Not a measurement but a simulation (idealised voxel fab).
Documented hereafter: the process module known as voxel self aligned vias.
Displayed cross-section: cut, width of 290 nm, square cells sized 5 nm.
In this document a cross-section is written as a grid of square cells. It is given as a series of bands, listed from the top down, and a band is one or more rows of cells. This entry defines a band. It first specifies the height of the band's top and the height of its bottom in nm, and then specifies the band's materials from left to right, stating each material with its width in nm. The word "edge to edge" identifies a single material that fills the band from edge to edge, while the word "empty" identifies empty space. Ref level 0: as-received wafer is one material below here. Bottom band extends down with no lower bound ("0 nm and below"). Quick explanation for "30..40": the width changes in equal steps down the rows of cells, from the first number in the band's top row to the second number in its bottom row. What does "remains unaltered" mean for a step? It means no cell of the cross-section changed in that step. What "Trapped void list" gives you is every empty space of 8 cells or more that is cut off from the top. Each appears as width x height at distance, with the distance taken from the left edge and width, height and distance all in nm. Whatever follows a step's settings on its line is a remark the simulator itself makes about that step. overlay nm: mask offset rightward from planned place, masked step; negative means leftward offset.

### Here's what the planned process steps look like
1,RECEIVE with material Si
2,CONFORMAL_DEP with material SiO2, thk nm 15
3,CONFORMAL_DEP with material SiCN, thk nm 5
4,DIRECTIONAL_DEP with material lowk, thk nm 30
5,DIRECTIONAL_DEP with material aC, thk nm 15
6,PATTERN with tone open, mask id LINES, material resist, width nm 25, pitch nm 60, thk nm 35, overlay nm 0
7,DIRECTIONAL_ETCH with etch materials aC, depth nm 15
8,STRIP with etch materials resist
9,DIRECTIONAL_ETCH with etch materials lowk, depth nm 30
10,STRIP with etch materials aC
11,CONFORMAL_DEP with material TiN, thk nm 5
12,FILL_DEP with material W, thk nm 10
13,CMP with height nm 50
14,SELECTIVE_ETCH with etch materials W Ru TiN, depth nm 5
15,FILL_DEP with material SiN, thk nm 10
16,CMP with height nm 50
17,DIRECTIONAL_DEP with material lowk, thk nm 15
18,MASKED_ETCH with tone open, mask id VIAS, width nm 45, pitch nm 60, etch materials lowk, depth nm 15, overlay nm 0
19,MASKED_ETCH with tone open, mask id VIAS, width nm 45, pitch nm 60, etch materials SiN, depth nm 5, overlay nm 0
20,CONFORMAL_DEP with material TiN, thk nm 5
21,FILL_DEP with material Cu, thk nm 5
22,CMP with height nm 65
23,CONFORMAL_DEP with material SiCN, thk nm 5

### So this is the incoming wafer in cross-section - it's already been through step 1
> 0 nm and below: Si edge to edge
> Trapped void list: none

### First of two wafers: cross-section at end of module, run per plan
> 70 nm to 65 nm: SiCN edge to edge
> 65 nm to 55 nm: lowk: 60, then TiN: 5, then Cu: 35, then TiN: 5, then lowk: 15, then TiN: 5, then Cu: 35, then TiN: 5, then lowk: 15, then TiN: 5, then Cu: 35, then TiN: 5, then lowk: 65
> 55 nm to 50 nm: lowk: 60, then TiN: 15, then Cu: 15, then TiN: 15, then lowk: 15, then TiN: 15, then Cu: 15, then TiN: 15, then lowk: 15, then TiN: 15, then Cu: 15, then TiN: 15, then lowk: 65
> 50 nm to 45 nm: lowk: 70, then TiN: 25, then lowk: 35, then TiN: 25, then lowk: 35, then TiN: 25, then lowk: 75
> 45 nm to 25 nm: lowk: 70, then TiN: 5, then W: 15, then TiN: 5, then lowk: 35, then TiN: 5, then W: 15, then TiN: 5, then lowk: 35, then TiN: 5, then W: 15, then TiN: 5, then lowk: 75
> 25 nm to 20 nm: lowk: 70, then TiN: 25, then lowk: 35, then TiN: 25, then lowk: 35, then TiN: 25, then lowk: 75
> 20 nm to 15 nm: SiCN edge to edge
> 15 nm to 0 nm: SiO2 edge to edge
> 0 nm and below: Si edge to edge
> Trapped void list: none

### So this is wafer number two of the two, cut at the end of the module - it started where the first did and had the same plan, we just got one thing wrong running it
> 70 nm to 65 nm: SiCN edge to edge
> 65 nm to 50 nm: lowk: 60, then TiN: 5, then Cu: 35, then TiN: 5, then lowk: 15, then TiN: 5, then Cu: 35, then TiN: 5, then lowk: 15, then TiN: 5, then Cu: 35, then TiN: 5, then lowk: 65
> 50 nm to 45 nm: SiN: 60, then TiN: 45, then SiN: 15, then TiN: 45, then SiN: 15, then TiN: 45, then SiN: 65
> 45 nm to 40 nm: TiN: 75, then W: 15, then TiN: 45, then W: 15, then TiN: 45, then W: 15, then TiN: 80
> 40 nm to 15 nm: lowk: 70, then TiN: 5, then W: 15, then TiN: 5, then lowk: 35, then TiN: 5, then W: 15, then TiN: 5, then lowk: 35, then TiN: 5, then W: 15, then TiN: 5, then lowk: 75
> 15 nm to 10 nm: lowk: 70, then TiN: 25, then lowk: 35, then TiN: 25, then lowk: 35, then TiN: 25, then lowk: 75
> 10 nm to 5 nm: SiCN edge to edge
> 5 nm to 0 nm: SiO2 edge to edge
> 0 nm and below: Si edge to edge
> Trapped void list: none
Error vs. plan: step 2 did not use the planned setting and instead ran as CONFORMAL_DEP with material SiO2, thk nm 5
Final difference in cells, second wafer against first, listed per material as more or fewer: +12 Cu; +31 SiN; -116 SiO2; +55 TiN; +18 W
